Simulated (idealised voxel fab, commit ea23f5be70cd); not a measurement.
process module | voxel gate over fins
cross-section cut | 255 nm wide | cells 5 nm
A cross-section is a grid of square cells, given in bands from the top down. A band is one or more rows of cells.
Each band's line starts with the height of the band's top and of its bottom, in nm. Then come its materials from left to right, each with its width in nm. One material with "throughout" fills the band from edge to edge. "air" is empty space.
Height 0 is the level under which the wafer as received is all one material. The lowest band goes on downwards, as in "0 down".
A width such as "30 to 40" changes by the same amount from each row of cells to the next, from the band's top row to its bottom row.
"no change" after a step means that no cell of the cross-section changed.
closed voids: empty space of 8 cells or more with no open way to the top, each as width x height at its distance from the left edge, in nm
after a step's settings: what the simulator itself notes on the step
overlay nm, on a step with a mask: how far to the right of its planned place the mask lay; to the left if negative
Each pair below shows a cross-section before one step and the cross-section after it, down to the lowest band that changed. The line under each pair gives the step between them, with its settings. The pairs can come from different runs of this module on the same starting wafer, so a pair continues from the pair above only where its "before" says so.
before
  30 to 20: W throughout
  20 to 15: W 45 | TiN 160 | W 50
  15 to 10: W 45 | TiN 5 | TiAl 150 | TiN 5 | W 50
  10 to 5: TiN 50 | TiAl 5 | TiN 140 | TiAl 5 | TiN 55
  5 to 0: TiAl 55 | TiN 5 | HfO2 25 | TiN 10 | HfO2 25 | TiN 10 | HfO2 25 | TiN 10 | HfO2 25 | TiN 5 | TiAl 60
  0 to -5: TiN 60 | HfO2 5 | Si 15 | HfO2 5 | TiN 10 | HfO2 5 | Si 15 | HfO2 5 | TiN 10 | HfO2 5 | Si 15 | HfO2 5 | TiN 10 | HfO2 5 | Si 15 | HfO2 5 | TiN 65
  -5 to -10: HfO2 65 | Si 15 | HfO2 20 | Si 15 | HfO2 20 | Si 15 | HfO2 20 | Si 15 | HfO2 70
  -10 to -30: SiO2 65 | Si 15 | SiO2 20 | Si 15 | SiO2 20 | Si 15 | SiO2 20 | Si 15 | SiO2 70
  -30 down: Si throughout
  closed voids: none
after
  40 to 30: TiAl throughout
  below 30: unchanged
  closed voids: none
the step between: op CONFORMAL_DEP | material TiAl | thk nm 10
before
  20 to 5: aC throughout
  5 to 0: SiN throughout
  0 down: Si throughout
  closed voids: none
after
  55 to 20: resist 65 | air 15 | resist 20 | air 15 | resist 20 | air 15 | resist 20 | air 15 | resist 70
  below 20: unchanged
  closed voids: none
the step between: op PATTERN | tone open | mask id FINS | material resist | width nm 15 | pitch nm 35 | thk nm 35 | overlay nm 0
before: the cross-section after the pair above
after
  40 to 20: resist 65 | air 15 | resist 20 | air 15 | resist 20 | air 15 | resist 20 | air 15 | resist 70
  20 to 5: aC 65 | air 15 | aC 20 | air 15 | aC 20 | air 15 | aC 20 | air 15 | aC 70
  below 5: unchanged
  closed voids: none
the step between: op DIRECTIONAL_ETCH | etch materials aC | depth nm 15
before: the cross-section after the pair above
after
  20 to 5: aC 65 | air 15 | aC 20 | air 15 | aC 20 | air 15 | aC 20 | air 15 | aC 70
  below 5: unchanged
  closed voids: none
the step between: op STRIP | etch materials resist
before: the cross-section after the pair above
after
  20 to 5: aC 65 | air 15 | aC 20 | air 15 | aC 20 | air 15 | aC 20 | air 15 | aC 70
  5 to 0: SiN 65 | air 15 | SiN 20 | air 15 | SiN 20 | air 15 | SiN 20 | air 15 | SiN 70
  below 0: unchanged
  closed voids: none
the step between: op DIRECTIONAL_ETCH | etch materials SiN | depth nm 5
before: the cross-section after the pair above
after
  20 to 5: aC 65 | air 15 | aC 20 | air 15 | aC 20 | air 15 | aC 20 | air 15 | aC 70
  5 to 0: SiN 65 | air 15 | SiN 20 | air 15 | SiN 20 | air 15 | SiN 20 | air 15 | SiN 70
  0 to -30: Si 65 | air 15 | Si 20 | air 15 | Si 20 | air 15 | Si 20 | air 15 | Si 70
  below -30: unchanged
  closed voids: none
the step between: op DIRECTIONAL_ETCH | etch materials Si | depth nm 30
before: the cross-section after the pair above
after
  5 to 0: SiN 65 | air 15 | SiN 20 | air 15 | SiN 20 | air 15 | SiN 20 | air 15 | SiN 70
  below 0: unchanged
  closed voids: none
the step between: op STRIP | etch materials aC
before: the cross-section after the pair above
after
  20 to 5: SiO2 throughout
  5 to 0: SiN 65 | SiO2 15 | SiN 20 | SiO2 15 | SiN 20 | SiO2 15 | SiN 20 | SiO2 15 | SiN 70
  0 to -30: Si 65 | SiO2 15 | Si 20 | SiO2 15 | Si 20 | SiO2 15 | Si 20 | SiO2 15 | Si 70
  below -30: unchanged
  closed voids: none
the step between: op FILL_DEP | material SiO2 | thk nm 15
before: the cross-section after the pair above
after
  5 to 0: SiN 65 | SiO2 15 | SiN 20 | SiO2 15 | SiN 20 | SiO2 15 | SiN 20 | SiO2 15 | SiN 70
  below 0: unchanged
  closed voids: none
the step between: op CMP | height nm 5
before: the cross-section after the pair above
after
  5 to 0: SiN 65 | air 15 | SiN 20 | air 15 | SiN 20 | air 15 | SiN 20 | air 15 | SiN 70
  0 to -10: Si 65 | air 15 | Si 20 | air 15 | Si 20 | air 15 | Si 20 | air 15 | Si 70
  below -10: unchanged
  closed voids: none
the step between: op SELECTIVE_ETCH | etch materials SiO2 | depth nm 15
before: the cross-section after the pair above
after
  0 to -10: Si 65 | air 15 | Si 20 | air 15 | Si 20 | air 15 | Si 20 | air 15 | Si 70
  below -10: unchanged
  closed voids: none
the step between: op STRIP | etch materials SiN
before: the cross-section after the pair above
after
  5 to 0: HfO2 70 | air 5 | HfO2 30 | air 5 | HfO2 30 | air 5 | HfO2 30 | air 5 | HfO2 75
  0 to -5: Si 65 | HfO2 5 | air 5 | HfO2 5 | Si 20 | HfO2 5 | air 5 | HfO2 5 | Si 20 | HfO2 5 | air 5 | HfO2 5 | Si 20 | HfO2 5 | air 5 | HfO2 5 | Si 70
  -5 to -10: Si 65 | HfO2 15 | Si 20 | HfO2 15 | Si 20 | HfO2 15 | Si 20 | HfO2 15 | Si 70
  below -10: unchanged
  closed voids: none
the step between: op CONFORMAL_DEP | material HfO2 | thk nm 5
before: the cross-section after the pair above
after
  10 to 5: TiN throughout
  5 to 0: HfO2 70 | TiN 5 | HfO2 30 | TiN 5 | HfO2 30 | TiN 5 | HfO2 30 | TiN 5 | HfO2 75
  0 to -5: Si 65 | HfO2 5 | TiN 5 | HfO2 5 | Si 20 | HfO2 5 | TiN 5 | HfO2 5 | Si 20 | HfO2 5 | TiN 5 | HfO2 5 | Si 20 | HfO2 5 | TiN 5 | HfO2 5 | Si 70
  below -5: unchanged
  closed voids: none
the step between: op CONFORMAL_DEP | material TiN | thk nm 5
before: the cross-section after the pair above
after
  15 to 10: TiAl throughout
  below 10: unchanged
  closed voids: none
the step between: op CONFORMAL_DEP | material TiAl | thk nm 5
before: the cross-section after the pair above
after
  20 to 15: TiN throughout
  below 15: unchanged
  closed voids: none
the step between: op CONFORMAL_DEP | material TiN | thk nm 5
before: the cross-section after the pair above
after
  35 to 20: W throughout
  below 20: unchanged
  closed voids: none
the step between: op FILL_DEP | material W | thk nm 15
before: the cross-section after the pair above
after
  30 to 20: W throughout
  below 20: unchanged
  closed voids: none
the step between: op CMP | height nm 30
before: the cross-section after the pair above
after
  40 to 30: SiN throughout
  below 30: unchanged
  closed voids: none
the step between: op CONFORMAL_DEP | material SiN | thk nm 10
